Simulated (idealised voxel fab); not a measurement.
This section sets out a process module, namely voxel air gaps.
Square cells of 5 nm make up the cross-section cut, whose width is 225 nm.
Just so we're on the same page, the cross-sections are grids of square cells, and they're listed out in bands top to bottom, each band one or more rows deep.
Heads up on the band format: heights come first, top then bottom, in nm. After that it's the materials left to right, each with its width in nm. A single material flagged "throughout" fills the whole band edge to edge, and "air" means there's empty space there.
A quick word on heights: they are counted from 0, and under that level the wafer as it came to us is one material throughout. The lowest band is different from the rest in having no bottom; it simply continues downward, written as in "from 0 down".
The notation "30->40" denotes a width that varies across the rows of cells in the band, beginning at the first number in the top row, finishing at the second number in the bottom row, and changing by an identical amount from each row to the next.
When a step is marked "nothing got changed", none of the cells in the cross-section changed during that step.
The entry "Closed void register" lists the empty spaces that cover at least 8 cells and have no open path to the top. Each is written as width x height at distance, where the distance is measured from the left edge and all three values are in nm.
Post-settings text on a step line: simulator's own remark regarding the step.
overlay nm: mask right of planned place by this much (step with mask). Neg. = left.
STEPS PLANNED FOR THE PROCESS
1: RECEIVE | material Si
2: CONFORMAL_DEP | material SiO2 | thk nm 10
3: CONFORMAL_DEP | material SiCN | thk nm 5
4: DIRECTIONAL_DEP | material SiO2 | thk nm 35
5: MASKED_ETCH | tone open | mask id LINES | width nm 15 | pitch nm 40 | etch materials SiO2 | depth nm 35 | overlay nm 0
6: CONFORMAL_DEP | material TiN | thk nm 5
7: FILL_DEP | material Cu | thk nm 5
8: CMP | height nm 50
9: EPI | material Ru | thk nm 10
10: SELECTIVE_ETCH | etch materials SiO2 | depth nm 45
11: CONFORMAL_DEP | material SiCN | thk nm 5
INCOMING WAFER IN CROSS-SECTION (STATE: AFTER STEP 1)
from 0 down: Si throughout
Closed void register: none
FIRST OF TWO WAFERS AT THE END OF THE MODULE, SHOWN IN CROSS-SECTION; RUN CARRIED OUT AS PLANNED
from 65 to 60: air (50), then SiCN (125), then air (50)
from 60 to 50: air (50), then SiCN (5), then Ru (35), then SiCN (5), then Ru (35), then SiCN (5), then Ru (35), then SiCN (5), then air (50)
from 50 to 45: air (50), then SiCN (15), then TiN (5), then Cu (5), then TiN (5), then SiCN (25), then TiN (5), then Cu (5), then TiN (5), then SiCN (25), then TiN (5), then Cu (5), then TiN (5), then SiCN (15), then air (50)
from 45 to 20: air (60), then SiCN (5), then TiN (5), then Cu (5), then TiN (5), then SiCN (5), then air (15), then SiCN (5), then TiN (5), then Cu (5), then TiN (5), then SiCN (5), then air (15), then SiCN (5), then TiN (5), then Cu (5), then TiN (5), then SiCN (5), then air (60)
from 20 to 15: SiCN (65), then TiN (15), then SiCN (25), then TiN (15), then SiCN (25), then TiN (15), then SiCN (65)
from 15 to 10: SiCN throughout
from 10 to 0: SiO2 throughout
from 0 down: Si throughout
Closed void register: 15 x 25 at 85; 15 x 25 at 125
END-OF-MODULE CROSS-SECTION OF THE SECOND WAFER: IDENTICAL STARTING POINT AND PROCESS PLAN TO THE FIRST, WITH ONE PROCESSING MISTAKE
from 65 to 60: SiCN throughout
from 60 to 50: Ru throughout
from 50 to 45: TiN (70), then Cu (5), then TiN (35), then Cu (5), then TiN (35), then Cu (5), then TiN (70)
from 45 to 15: SiO2 (65), then TiN (5), then Cu (5), then TiN (5), then SiO2 (25), then TiN (5), then Cu (5), then TiN (5), then SiO2 (25), then TiN (5), then Cu (5), then TiN (5), then SiO2 (65)
from 15 to 10: SiO2 (65), then TiN (15), then SiO2 (25), then TiN (15), then SiO2 (25), then TiN (15), then SiO2 (65)
from 10 to 0: SiO2 throughout
from 0 down: Si throughout
Closed void register: none
what went wrong: step 3 of the plan was excluded from execution and never run
Bottom line after processing is that, in cells, the second wafer is up or down on some materials versus the first: Cu +3; Ru +48; SiCN -115; SiO2 +252; TiN +42
Note - end result: 2 closed voids (first wafer), 0 closed voids (second wafer).
